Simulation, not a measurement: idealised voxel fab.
process module | voxel self aligned vias
cross-section cut | 210 nm wide | cells 5 nm
A cross-section is a grid of square cells, given in bands from the top down. A band is one or more rows of cells.
Each band's line starts with the height of the band's top and of its bottom, in nm. Then come its materials from left to right, each with its width in nm. One material with "throughout" fills the band from edge to edge. "air" is empty space.
Height 0 is the level under which the wafer as received is all one material. The lowest band goes on downwards, as in "0 down".
A width such as "30 to 40" changes by the same amount from each row of cells to the next, from the band's top row to its bottom row.
"no change" after a step means that no cell of the cross-section changed.
closed voids: empty space of 8 cells or more with no open way to the top, each as width x height at its distance from the left edge, in nm
after a step's settings: what the simulator itself notes on the step
overlay nm, on a step with a mask: how far to the right of its planned place the mask lay; to the left if negative
plan
1 op RECEIVE | material Si
2 op CONFORMAL_DEP | material SiO2 | thk nm 15
3 op CONFORMAL_DEP | material SiCN | thk nm 5
4 op DIRECTIONAL_DEP | material SiO2 | thk nm 30
5 op DIRECTIONAL_DEP | material aC | thk nm 15
6 op PATTERN | tone open | mask id LINES | material resist | width nm 30 | pitch nm 65 | thk nm 30 | overlay nm 0
7 op DIRECTIONAL_ETCH | etch materials aC | depth nm 15
8 op STRIP | etch materials resist
9 op DIRECTIONAL_ETCH | etch materials SiO2 | depth nm 30
10 op STRIP | etch materials aC
11 op CONFORMAL_DEP | material TiN | thk nm 5
12 op FILL_DEP | material W | thk nm 10
13 op CMP | height nm 50
14 op SELECTIVE_ETCH | etch materials W Ru TiN | depth nm 5
15 op FILL_DEP | material SiN | thk nm 10
16 op CMP | height nm 50
17 op DIRECTIONAL_DEP | material SiO2 | thk nm 20
18 op PATTERN | tone open | mask id VIAS | material resist | width nm 40 | thk nm 15 | overlay nm 0
19 op DIRECTIONAL_ETCH | etch materials SiO2 | depth nm 20
20 op DIRECTIONAL_ETCH | etch materials SiN | depth nm 5
21 op STRIP | etch materials resist
22 op CONFORMAL_DEP | material TiN | thk nm 5
23 op FILL_DEP | material Ru | thk nm 10
24 op CMP | height nm 70
25 op CONFORMAL_DEP | material SiN | thk nm 5
as received, after step 1
  0 down: Si throughout
  closed voids: none
a wafer at the end: this start, this plan, one mistake
  75 to 70: SiN throughout
  70 to 55: SiO2 50 | TiN 5 | Ru 30 | TiN 5 | SiO2 120
  55 to 50: SiO2 50 | TiN 40 | SiO2 120
  50 to 45: SiN 50 | TiN 5 | SiO2 30 | TiN 5 | SiN 30 | SiO2 30 | SiN 60
  45 to 25: W 50 | TiN 5 | SiO2 30 | TiN 5 | W 25 | TiN 5 | SiO2 30 | TiN 5 | W 55
  25 to 20: TiN 55 | SiO2 30 | TiN 35 | SiO2 30 | TiN 60
  20 to 15: SiCN throughout
  15 to 0: SiO2 throughout
  0 down: Si throughout
  closed voids: none
what went wrong: step 6 ran as: op PATTERN | tone cover | mask id LINES | material resist | width nm 30 | pitch nm 65 | thk nm 30 | overlay nm 0
